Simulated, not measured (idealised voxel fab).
process module | voxel wiring stack
cross-section cut | 260 nm wide | cells 5 nm
A cross-section is a grid of square cells, given in bands from the top down. A band is one or more rows of cells.
Each band's line starts with the height of the band's top and of its bottom, in nm. Then come its materials from left to right, each with its width in nm. One material with "throughout" fills the band from edge to edge. "air" is empty space.
Height 0 is the level under which the wafer as received is all one material. The lowest band goes on downwards, as in "0 down".
A width such as "30 to 40" changes by the same amount from each row of cells to the next, from the band's top row to its bottom row.
"no change" after a step means that no cell of the cross-section changed.
closed voids: empty space of 8 cells or more with no open way to the top, each as width x height at its distance from the left edge, in nm
after a step's settings: what the simulator itself notes on the step
overlay nm, on a step with a mask: how far to the right of its planned place the mask lay; to the left if negative
plan
1 op RECEIVE | material Si
2 op CONFORMAL_DEP | material SiO2 | thk nm 10
3 op CONFORMAL_DEP | material SiCN | thk nm 5
4 op DIRECTIONAL_DEP | material SiO2 | thk nm 15
5 op PATTERN | tone open | mask id METAL_1 | material resist | width nm 30 | pitch nm 55 | thk nm 20 | overlay nm 0
6 op DIRECTIONAL_ETCH | etch materials SiO2 | depth nm 15
7 op DIRECTIONAL_ETCH | etch materials SiCN | depth nm 5
8 op STRIP | etch materials resist
9 op CONFORMAL_DEP | material TiN | thk nm 5
10 op FILL_DEP | material Cu | thk nm 5
11 op CMP | height nm 30
12 op CONFORMAL_DEP | material SiCN | thk nm 5
13 op DIRECTIONAL_DEP | material SiO2 | thk nm 20
14 op MASKED_ETCH | tone open | mask id PLUG_1 | width nm 15 | pitch nm 55 | etch materials SiO2 | depth nm 20 | overlay nm 0
15 op MASKED_ETCH | tone open | mask id PLUG_1 | width nm 15 | pitch nm 55 | etch materials SiCN | depth nm 5 | overlay nm 0
16 op EPI | material Ru | thk nm 10
17 op EPI | material Ru | thk nm 10
18 op EPI | material Ru | thk nm 5
19 op CONFORMAL_DEP | material SiCN | thk nm 5
20 op DIRECTIONAL_DEP | material lowk | thk nm 20
21 op PATTERN | tone open | mask id METAL_2 | material resist | width nm 30 | pitch nm 55 | thk nm 20 | overlay nm 0
22 op DIRECTIONAL_ETCH | etch materials lowk | depth nm 20
23 op DIRECTIONAL_ETCH | etch materials SiCN | depth nm 5
24 op STRIP | etch materials resist
25 op CONFORMAL_DEP | material TiN | thk nm 5
26 op FILL_DEP | material Cu | thk nm 10
27 op CMP | height nm 80
28 op CONFORMAL_DEP | material SiCN | thk nm 5
29 op DIRECTIONAL_DEP | material lowk | thk nm 30
30 op MASKED_ETCH | tone open | mask id METAL_3_HOLES | width nm 15 | pitch nm 55 | etch materials lowk | depth nm 30 | overlay nm 0
31 op MASKED_ETCH | tone open | mask id METAL_3 | width nm 30 | pitch nm 55 | etch materials lowk | depth nm 20 | overlay nm 0
32 op MASKED_ETCH | tone open | mask id METAL_3 | width nm 30 | pitch nm 55 | etch materials SiCN | depth nm 5 | overlay nm 0
33 op CONFORMAL_DEP | material TiN | thk nm 5
34 op FILL_DEP | material Cu | thk nm 5
35 op CMP | height nm 115
36 op CONFORMAL_DEP | material SiCN | thk nm 5
37 op DIRECTIONAL_DEP | material lowk | thk nm 10
38 op DIRECTIONAL_DEP | material aC | thk nm 10
39 op PATTERN | tone open | mask id PLUG_3 | material resist | width nm 15 | thk nm 25 | overlay nm 0
40 op DIRECTIONAL_ETCH | etch materials aC | depth nm 10
41 op STRIP | etch materials resist
42 op DIRECTIONAL_ETCH | etch materials lowk | depth nm 10
43 op DIRECTIONAL_ETCH | etch materials SiCN | depth nm 5
44 op STRIP | etch materials aC
45 op CONFORMAL_DEP | material TiN | thk nm 5
46 op FILL_DEP | material W | thk nm 10
47 op CMP | height nm 130
48 op CONFORMAL_DEP | material SiN | thk nm 5
49 op DIRECTIONAL_DEP | material lowk | thk nm 25
50 op MASKED_ETCH | tone open | mask id METAL_4 | width nm 30 | pitch nm 55 | etch materials lowk | depth nm 25 | overlay nm 0
51 op MASKED_ETCH | tone open | mask id METAL_4 | width nm 30 | pitch nm 55 | etch materials SiN | depth nm 5 | overlay nm 0
52 op CONFORMAL_DEP | material TiN | thk nm 5
53 op FILL_DEP | material Cu | thk nm 5
54 op CMP | height nm 160
55 op EPI | material Ru | thk nm 5
56 op FILL_DEP | material SiCN | thk nm 5
as received, after step 1
  0 down: Si throughout
  closed voids: none
first wafer at the end, as planned
  170 to 165: SiCN throughout
  165 to 160: SiCN 80 | Ru 40 | SiCN 15 | Ru 40 | SiCN 85
  160 to 135: lowk 85 | TiN 5 | Cu 20 | TiN 5 | lowk 25 | TiN 5 | Cu 20 | TiN 5 | lowk 90
  135 to 130: SiN 85 | TiN 30 | SiN 25 | TiN 30 | SiN 90
  130 to 120: lowk 85 | TiN 5 | W 5 | TiN 5 | lowk 160
  120 to 115: SiCN 85 | TiN 15 | SiCN 160
  115 to 100: lowk 85 | TiN 5 | Cu 20 | TiN 5 | lowk 25 | TiN 5 | Cu 20 | TiN 5 | lowk 90
  100 to 95: lowk 85 | TiN 5 | Cu 5 | TiN 20 | lowk 25 | TiN 5 | Cu 5 | TiN 20 | lowk 90
  95 to 85: lowk 85 | TiN 5 | Cu 5 | TiN 5 | lowk 40 | TiN 5 | Cu 5 | TiN 5 | lowk 105
  85 to 80: SiCN 85 | TiN 15 | SiCN 40 | TiN 15 | SiCN 105
  80 to 60: lowk 85 | TiN 5 | Cu 20 | TiN 5 | lowk 25 | TiN 5 | Cu 20 | TiN 5 | lowk 90
  60 to 55: SiCN 85 | TiN 30 | SiCN 25 | TiN 30 | SiCN 90
  55 to 35: SiO2 85 | Ru 15 | SiO2 40 | Ru 15 | SiO2 105
  35 to 30: SiCN 85 | Ru 15 | SiCN 40 | Ru 15 | SiCN 105
  30 to 15: SiO2 85 | TiN 5 | Cu 20 | TiN 5 | SiO2 25 | TiN 5 | Cu 20 | TiN 5 | SiO2 90
  15 to 10: SiCN 85 | TiN 30 | SiCN 25 | TiN 30 | SiCN 90
  10 to 0: SiO2 throughout
  0 down: Si throughout
  closed voids: none
second wafer at the end: like start, like plan, one mistake
  170 to 165: SiCN throughout
  165 to 160: SiCN 80 | Ru 40 | SiCN 15 | Ru 40 | SiCN 85
  160 to 135: lowk 85 | TiN 5 | Cu 20 | TiN 5 | lowk 25 | TiN 5 | Cu 20 | TiN 5 | lowk 90
  135 to 130: SiN 85 | TiN 30 | SiN 25 | TiN 30 | SiN 90
  130 to 120: lowk 85 | TiN 5 | W 5 | TiN 5 | lowk 160
  120 to 115: SiCN 85 | TiN 15 | SiCN 160
  115 to 100: lowk 85 | TiN 5 | Cu 20 | TiN 5 | lowk 25 | TiN 5 | Cu 20 | TiN 5 | lowk 90
  100 to 95: lowk 85 | TiN 5 | Cu 10 | TiN 15 | lowk 25 | TiN 5 | Cu 10 | TiN 15 | lowk 90
  95 to 85: lowk 85 | TiN 5 | Cu 10 | TiN 5 | lowk 35 | TiN 5 | Cu 10 | TiN 5 | lowk 100
  85 to 80: SiCN 85 | TiN 20 | SiCN 35 | TiN 20 | SiCN 100
  80 to 60: lowk 85 | TiN 5 | Cu 20 | TiN 5 | lowk 25 | TiN 5 | Cu 20 | TiN 5 | lowk 90
  60 to 55: SiCN 85 | TiN 30 | SiCN 25 | TiN 30 | SiCN 90
  55 to 35: SiO2 85 | Ru 15 | SiO2 40 | Ru 15 | SiO2 105
  35 to 30: SiCN 85 | Ru 15 | SiCN 40 | Ru 15 | SiCN 105
  30 to 15: SiO2 85 | TiN 5 | Cu 20 | TiN 5 | SiO2 25 | TiN 5 | Cu 20 | TiN 5 | SiO2 90
  15 to 10: SiCN 85 | TiN 30 | SiCN 25 | TiN 30 | SiCN 90
  10 to 0: SiO2 throughout
  0 down: Si throughout
  closed voids: none
what went wrong: step 30 ran as: op MASKED_ETCH | tone open | mask id METAL_3_HOLES | width nm 20 | pitch nm 55 | etch materials lowk | depth nm 30 | overlay nm 0
at the end the second wafer has, in cells: 6 more of Cu | 2 fewer of SiCN | 4 fewer of lowk
